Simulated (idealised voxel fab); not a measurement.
The following process module bears the name voxel wiring stack.
Pictured: cross-section cut, 210 nm wide, on a grid of 5 nm square cells.
In what follows, cross-sections appear as grids of square cells, described through bands that run from the top down, where every band is one or more rows of cells. Top height, bottom height, nm. Materials left to right, width each, nm. Single material + "full width" = fills band edge to edge. "empty" = empty. Below 0: as-received wafer, all one material; heights counted from there. Lowest band: no bottom, goes on down, written "0 -> down". Think of "30->40" as a width that walks from the first number to the second as you go down the band, top row to bottom row, taking equal-sized steps from row to row. What does "same as before" mean for a step? It means no cell of the cross-section changed in that step. "Cavities, closed" contains a list of empty spaces, each no smaller than 8 cells and without an open way to the top, written in the form width x height at distance with the distance from the left edge and all three in nm. On a step's line, text after the settings is the simulator commenting on that step. You can add "overlay nm" to a step's line. For a step with a mask, it describes how far the mask lay to the right of its planned position, and a negative number describes a lay to the left.

# These are the steps we planned for the process
1 RECEIVE (material Si)
2 CONFORMAL_DEP (material SiO2; thk nm 15)
3 DIRECTIONAL_DEP (material TiN; thk nm 5)
4 DIRECTIONAL_DEP (material Ru; thk nm 20)
5 MASKED_ETCH (tone cover; mask id METAL_1; width nm 30; pitch nm 60; etch materials Ru; depth nm 20; overlay nm 0)
6 MASKED_ETCH (tone cover; mask id METAL_1; width nm 30; pitch nm 60; etch materials TiN; depth nm 5; overlay nm 0)
7 CONFORMAL_DEP (material SiCN; thk nm 5)
8 FILL_DEP (material SiO2; thk nm 5)
9 CMP (height nm 40)
10 CONFORMAL_DEP (material SiCN; thk nm 5)
11 DIRECTIONAL_DEP (material SiO2; thk nm 10)
12 MASKED_ETCH (tone open; mask id PLUG_1; width nm 15; etch materials SiO2; depth nm 10; overlay nm 0)
13 MASKED_ETCH (tone open; mask id PLUG_1; width nm 15; etch materials SiCN; depth nm 5; overlay nm 0)
14 EPI (material Ru; thk nm 10)
15 EPI (material Ru; thk nm 5)
16 CONFORMAL_DEP (material SiN; thk nm 5)
17 DIRECTIONAL_DEP (material lowk; thk nm 20)
18 MASKED_ETCH (tone open; mask id METAL_2; width nm 30; pitch nm 60; etch materials lowk; depth nm 20; overlay nm 0)
19 MASKED_ETCH (tone open; mask id METAL_2; width nm 30; pitch nm 60; etch materials SiN; depth nm 5; overlay nm 0)
20 CONFORMAL_DEP (material TiN; thk nm 5)
21 FILL_DEP (material Cu; thk nm 10)
22 CMP (height nm 70)
23 EPI (material Ru; thk nm 5)
24 FILL_DEP (material SiCN; thk nm 5)
Keep in mind the plan's value for the height nm of step 22 comes from the first wafer; the wafers don't share that setting, but they do share the same starting point.

# Cut through the first of several wafers as received, post step 1
- 0 -> down = Si full width
- Cavities, closed: none

# The figure below presents a cross-section of the first of several wafers at the conclusion of the module, following its last step, step 24
- 80 -> 75 = SiCN full width
- 75 -> 70 = 55 of SiCN  40 of Ru  20 of SiCN  40 of Ru  55 of SiCN
- 70 -> 60 = 60 of lowk  5 of TiN  20 of Cu  5 of TiN  30 of lowk  5 of TiN  20 of Cu  5 of TiN  60 of lowk
- 60 -> 55 = 60 of SiN  30 of TiN  30 of SiN  30 of TiN  60 of SiN
- 55 -> 45 = 60 of SiO2  15 of Ru  135 of SiO2
- 45 -> 40 = 60 of SiCN  15 of Ru  135 of SiCN
- 40 -> 20 = 55 of SiO2  5 of SiCN  30 of Ru  5 of SiCN  20 of SiO2  5 of SiCN  30 of Ru  5 of SiCN  55 of SiO2
- 20 -> 15 = 60 of SiCN  30 of TiN  30 of SiCN  30 of TiN  60 of SiCN
- 15 -> 0 = SiO2 full width
- 0 -> down = Si full width
- Cavities, closed: none

# The module's end: a cross-section of the last wafer
- 105 -> 100 = SiCN full width
- 100 -> 95 = Ru full width
- 95 -> 85 = Cu full width
- 85 -> 80 = 65 of TiN  20 of Cu  40 of TiN  20 of Cu  65 of TiN
- 80 -> 60 = 60 of lowk  5 of TiN  20 of Cu  5 of TiN  30 of lowk  5 of TiN  20 of Cu  5 of TiN  60 of lowk
- 60 -> 55 = 60 of SiN  30 of TiN  30 of SiN  30 of TiN  60 of SiN
- 55 -> 45 = 60 of SiO2  15 of Ru  135 of SiO2
- 45 -> 40 = 60 of SiCN  15 of Ru  135 of SiCN
- 40 -> 20 = 55 of SiO2  5 of SiCN  30 of Ru  5 of SiCN  20 of SiO2  5 of SiCN  30 of Ru  5 of SiCN  55 of SiO2
- 20 -> 15 = 60 of SiCN  30 of TiN  30 of SiCN  30 of TiN  60 of SiCN
- 15 -> 0 = SiO2 full width
- 0 -> down = Si full width
- Cavities, closed: none

# Below, a row for every wafer. Read it as the end-of-module picture: for each material the wafer shows its cells gained (+) or lost (-) since it was received, and then its closed voids
height nm 70 | +16 Cu | +73 Ru | +153 SiCN | +30 SiN | +308 SiO2 | +32 TiN | +60 lowk | Cavities, closed: none
height nm 75 | +24 Cu | +73 Ru | +153 SiCN | +30 SiN | +308 SiO2 | +36 TiN | +90 lowk | Cavities, closed: none
height nm 80 | +32 Cu | +73 Ru | +153 SiCN | +30 SiN | +308 SiO2 | +40 TiN | +120 lowk | Cavities, closed: none
height nm 85 | +40 Cu | +99 Ru | +127 SiCN | +30 SiN | +308 SiO2 | +74 TiN | +120 lowk | Cavities, closed: none
height nm 90 | +82 Cu | +99 Ru | +127 SiCN | +30 SiN | +308 SiO2 | +74 TiN | +120 lowk | Cavities, closed: none
height nm 95 | +124 Cu | +99 Ru | +127 SiCN | +30 SiN | +308 SiO2 | +74 TiN | +120 lowk | Cavities, closed: none
